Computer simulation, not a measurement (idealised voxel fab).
The following is a process module called voxel capacitor over wiring.
The figure presents cross-section cut, which has a width of 195 nm and is divided into square cells with an edge length of 5 nm.
A cross-section is a grid of square cells, given in bands from the top down. A band is one or more rows of cells.
Quick guide to a band line: top height, bottom height (nm) up front; then every material left to right with its width in nm. Only one material and it's marked "throughout"? Then it fills the band edge to edge. And "blank" just means empty space.
Below 0: as-received wafer, all one material; heights counted from there. Lowest band: no bottom, goes on down, written "z 0 and below".
The expression "30..40" gives the width at the extremes of the band, the first number at its top row of cells and the second at its bottom row, with the width changing by equal amounts from each row to the next in between.
When a step is marked "nothing was modified", none of the cells in the cross-section changed during that step.
Any empty space of 8 cells or more lacking an open way to the top shows up in "Sealed cavities" as width x height at distance, distance from the left edge, in nm.
Post-settings text on a step line: simulator's own remark regarding the step.
overlay nm: where the mask lay relative to plan, measured to the right, on steps with a mask; negatives go left.
### This section lists the process steps that were planned
1 RECEIVE | material Si
2 CONFORMAL_DEP | material SiO2 | thk nm 15
3 CONFORMAL_DEP | material SiN | thk nm 5
4 DIRECTIONAL_DEP | material lowk | thk nm 15
5 DIRECTIONAL_DEP | material aC | thk nm 15
6 PATTERN | tone open | mask id METAL_1 | material resist | width nm 30 | pitch nm 80 | thk nm 30 | overlay nm 0
7 DIRECTIONAL_ETCH | etch materials aC | depth nm 15
8 STRIP | etch materials resist
9 DIRECTIONAL_ETCH | etch materials lowk | depth nm 15
10 DIRECTIONAL_ETCH | etch materials SiN | depth nm 5
11 STRIP | etch materials aC
12 CONFORMAL_DEP | material TiN | thk nm 5
13 FILL_DEP | material Ru | thk nm 10
14 CMP | height nm 35
15 CONFORMAL_DEP | material SiCN | thk nm 5
16 DIRECTIONAL_DEP | material SiO2 | thk nm 15
17 MASKED_ETCH | tone open | mask id PLUG_1 | width nm 15 | etch materials SiO2 | depth nm 15 | overlay nm 0
18 MASKED_ETCH | tone open | mask id PLUG_1 | width nm 15 | etch materials SiCN | depth nm 5 | overlay nm 0
19 EPI | material Ru | thk nm 10
20 EPI | material Ru | thk nm 10
21 DIRECTIONAL_DEP | material TiN | thk nm 5
22 DIRECTIONAL_DEP | material HfO2 | thk nm 5
23 DIRECTIONAL_DEP | material TiN | thk nm 5
24 MASKED_ETCH | tone cover | mask id UPPER_PLATE | width nm 55 | etch materials TiN | depth nm 5 | overlay nm 0
25 MASKED_ETCH | tone cover | mask id UPPER_PLATE | width nm 55 | etch materials HfO2 | depth nm 5 | overlay nm 0
26 MASKED_ETCH | tone cover | mask id LOWER_PLATE | width nm 65 | etch materials TiN | depth nm 5 | overlay nm 0
27 FILL_DEP | material SiO2 | thk nm 20
28 CMP | height nm 85
29 PATTERN | tone open | mask id PLUG_2 | material resist | width nm 15 | thk nm 15 | overlay nm 0
30 DIRECTIONAL_ETCH | etch materials SiO2 | depth nm 15
31 STRIP | etch materials resist
32 CONFORMAL_DEP | material TiN | thk nm 5
33 FILL_DEP | material W | thk nm 5
34 CMP | height nm 85
35 CONFORMAL_DEP | material SiCN | thk nm 5
### Wafer, first of two, run as planned
### Cross-section: wafer on arrival = after step 1
* z 0 and below = Si throughout
* Sealed cavities: none
### Take a look at the wafer's cross-section after step 2
* z 15 to 0 = SiO2 throughout
* Below 0, the layers are the same as they were.
### Take a look at the wafer's cross-section after step 3
* z 20 to 15 = SiN throughout
* Below 15, the layers are the same as they were.
### Take a look at the wafer's cross-section after step 4
* z 35 to 20 = lowk throughout
* Below 20, the layers are the same as they were.
### Take a look at the wafer's cross-section after step 5
* z 50 to 35 = aC throughout
* Below 35, the layers are the same as they were.
### Take a look at the wafer's cross-section after step 6
* z 80 to 50 = resist (40), then blank (30), then resist (50), then blank (30), then resist (45)
* Below 50, the layers are the same as they were.
### Take a look at the wafer's cross-section after step 7
* z 65 to 50 = resist (40), then blank (30), then resist (50), then blank (30), then resist (45)
* z 50 to 35 = aC (40), then blank (30), then aC (50), then blank (30), then aC (45)
* Below 35, the layers are the same as they were.
### Take a look at the wafer's cross-section after step 8
* z 50 to 35 = aC (40), then blank (30), then aC (50), then blank (30), then aC (45)
* Below 35, the layers are the same as they were.
### Take a look at the wafer's cross-section after step 9
* z 50 to 35 = aC (40), then blank (30), then aC (50), then blank (30), then aC (45)
* z 35 to 20 = lowk (40), then blank (30), then lowk (50), then blank (30), then lowk (45)
* Below 20, the layers are the same as they were.
### Take a look at the wafer's cross-section after step 10
* z 50 to 35 = aC (40), then blank (30), then aC (50), then blank (30), then aC (45)
* z 35 to 20 = lowk (40), then blank (30), then lowk (50), then blank (30), then lowk (45)
* z 20 to 15 = SiN (40), then blank (30), then SiN (50), then blank (30), then SiN (45)
* Below 15, the layers are the same as they were.
### Take a look at the wafer's cross-section after step 11
* z 35 to 20 = lowk (40), then blank (30), then lowk (50), then blank (30), then lowk (45)
* Below 20, the layers are the same as they were.
### Take a look at the wafer's cross-section after step 12
* z 40 to 35 = TiN (45), then blank (20), then TiN (60), then blank (20), then TiN (50)
* z 35 to 20 = lowk (40), then TiN (5), then blank (20), then TiN (5), then lowk (50), then TiN (5), then blank (20), then TiN (5), then lowk (45)
* z 20 to 15 = SiN (40), then TiN (30), then SiN (50), then TiN (30), then SiN (45)
* Below 15, the layers are the same as they were.
### Take a look at the wafer's cross-section after step 13
* z 50 to 40 = Ru throughout
* z 40 to 35 = TiN (45), then Ru (20), then TiN (60), then Ru (20), then TiN (50)
* z 35 to 20 = lowk (40), then TiN (5), then Ru (20), then TiN (5), then lowk (50), then TiN (5), then Ru (20), then TiN (5), then lowk (45)
* Below 20, the layers are the same as they were.
### Take a look at the wafer's cross-section after step 14
* z 35 to 20 = lowk (40), then TiN (5), then Ru (20), then TiN (5), then lowk (50), then TiN (5), then Ru (20), then TiN (5), then lowk (45)
* Below 20, the layers are the same as they were.
### Take a look at the wafer's cross-section after step 15
* z 40 to 35 = SiCN throughout
* Below 35, the layers are the same as they were.
### Take a look at the wafer's cross-section after step 16
* z 55 to 40 = SiO2 throughout
* Below 40, the layers are the same as they were.
### Take a look at the wafer's cross-section after step 17
* z 55 to 40 = SiO2 (55), then blank (15), then SiO2 (125)
* Below 40, the layers are the same as they were.
### Take a look at the wafer's cross-section after step 18
* z 55 to 40 = SiO2 (55), then blank (15), then SiO2 (125)
* z 40 to 35 = SiCN (55), then blank (15), then SiCN (125)
* Below 35, the layers are the same as they were.
### Take a look at the wafer's cross-section after step 19
* z 55 to 45 = SiO2 (55), then blank (15), then SiO2 (125)
* z 45 to 40 = SiO2 (55), then Ru (15), then SiO2 (125)
* z 40 to 35 = SiCN (55), then Ru (15), then SiCN (125)
* Below 35, the layers are the same as they were.
### Take a look at the wafer's cross-section after step 20
* z 55 to 40 = SiO2 (55), then Ru (15), then SiO2 (125)
* Below 40, the layers are the same as they were.
### Take a look at the wafer's cross-section after step 21
* z 60 to 55 = TiN throughout
* Below 55, the layers are the same as they were.
### Take a look at the wafer's cross-section after step 22
* z 65 to 60 = HfO2 throughout
* Below 60, the layers are the same as they were.
### Take a look at the wafer's cross-section after step 23
* z 70 to 65 = TiN throughout
* Below 65, the layers are the same as they were.
### Take a look at the wafer's cross-section after step 24
* z 70 to 65 = blank (55), then TiN (55), then blank (85)
* Below 65, the layers are the same as they were.
### Take a look at the wafer's cross-section after step 25
* z 70 to 65 = blank (55), then TiN (55), then blank (85)
* z 65 to 60 = blank (55), then HfO2 (55), then blank (85)
* Below 60, the layers are the same as they were.
### Take a look at the wafer's cross-section after step 26
* z 70 to 65 = blank (55), then TiN (55), then blank (85)
* z 65 to 60 = blank (55), then HfO2 (55), then blank (85)
* z 60 to 55 = blank (50), then TiN (65), then blank (80)
* Below 55, the layers are the same as they were.
### Take a look at the wafer's cross-section after step 27
* z 90 to 70 = SiO2 throughout
* z 70 to 65 = SiO2 (55), then TiN (55), then SiO2 (85)
* z 65 to 60 = SiO2 (55), then HfO2 (55), then SiO2 (85)
* z 60 to 55 = SiO2 (50), then TiN (65), then SiO2 (80)
* Below 55, the layers are the same as they were.
### Take a look at the wafer's cross-section after step 28
* z 85 to 70 = SiO2 throughout
* Below 70, the layers are the same as they were.
### Take a look at the wafer's cross-section after step 29
* z 100 to 85 = resist (65), then blank (15), then resist (115)
* Below 85, the layers are the same as they were.
### Take a look at the wafer's cross-section after step 30
* z 100 to 85 = resist (65), then blank (15), then resist (115)
* z 85 to 70 = SiO2 (65), then blank (15), then SiO2 (115)
* Below 70, the layers are the same as they were.
### Take a look at the wafer's cross-section after step 31
* z 85 to 70 = SiO2 (65), then blank (15), then SiO2 (115)
* Below 70, the layers are the same as they were.
### Take a look at the wafer's cross-section after step 32
* z 90 to 85 = TiN (70), then blank (5), then TiN (120)
* z 85 to 75 = SiO2 (65), then TiN (5), then blank (5), then TiN (5), then SiO2 (115)
* z 75 to 65 = SiO2 (65..55), then TiN (15..55), then SiO2 (115..85)
* Below 65, the layers are the same as they were.
### Take a look at the wafer's cross-section after step 33
* z 95 to 90 = W throughout
* z 90 to 85 = TiN (70), then W (5), then TiN (120)
* z 85 to 75 = SiO2 (65), then TiN (5), then W (5), then TiN (5), then SiO2 (115)
* Below 75, the layers are the same as they were.
### Take a look at the wafer's cross-section after step 34
* z 85 to 75 = SiO2 (65), then TiN (5), then W (5), then TiN (5), then SiO2 (115)
* Below 75, the layers are the same as they were.
### Take a look at the wafer's cross-section after step 35
* z 90 to 85 = SiCN throughout
* Below 85, the layers are the same as they were.
### Wafer two of the pair: same origin, same plan, one error during the run; identical to wafer one up to and including step 28
### X-section, second wafer, when step 29 was due to finish
* z 100 to 85 = resist (75), then blank (15), then resist (105)
* Below 85, the layers are the same as they were.
### X-section, second wafer, when step 30 was due to finish
* z 100 to 85 = resist (75), then blank (15), then resist (105)
* z 85 to 70 = SiO2 (75), then blank (15), then SiO2 (105)
* Below 70, the layers are the same as they were.
### X-section, second wafer, when step 31 was due to finish
* z 85 to 70 = SiO2 (75), then blank (15), then SiO2 (105)
* Below 70, the layers are the same as they were.
### X-section, second wafer, when step 32 was due to finish
* z 90 to 85 = TiN (80), then blank (5), then TiN (110)
* z 85 to 75 = SiO2 (75), then TiN (5), then blank (5), then TiN (5), then SiO2 (105)
* z 75 to 65 = SiO2 (75..55), then TiN (15..55), then SiO2 (105..85)
* Below 65, the layers are the same as they were.
### X-section, second wafer, when step 33 was due to finish
* z 95 to 90 = W throughout
* z 90 to 85 = TiN (80), then W (5), then TiN (110)
* z 85 to 75 = SiO2 (75), then TiN (5), then W (5), then TiN (5), then SiO2 (105)
* Below 75, the layers are the same as they were.
### X-section, second wafer, when step 34 was due to finish
* z 85 to 75 = SiO2 (75), then TiN (5), then W (5), then TiN (5), then SiO2 (105)
* Below 75, the layers are the same as they were.
### X-section, second wafer, when step 35 was due to finish
* z 90 to 85 = SiCN throughout
* Below 85, the layers are the same as they were.
Processing error: rather than as planned, step 29 actually ran as PATTERN | tone open | mask id PLUG_2 | material resist | width nm 15 | thk nm 15 | overlay nm 10
At the close, every material occupies the same number of cells on the second wafer as on the first, only in different positions.
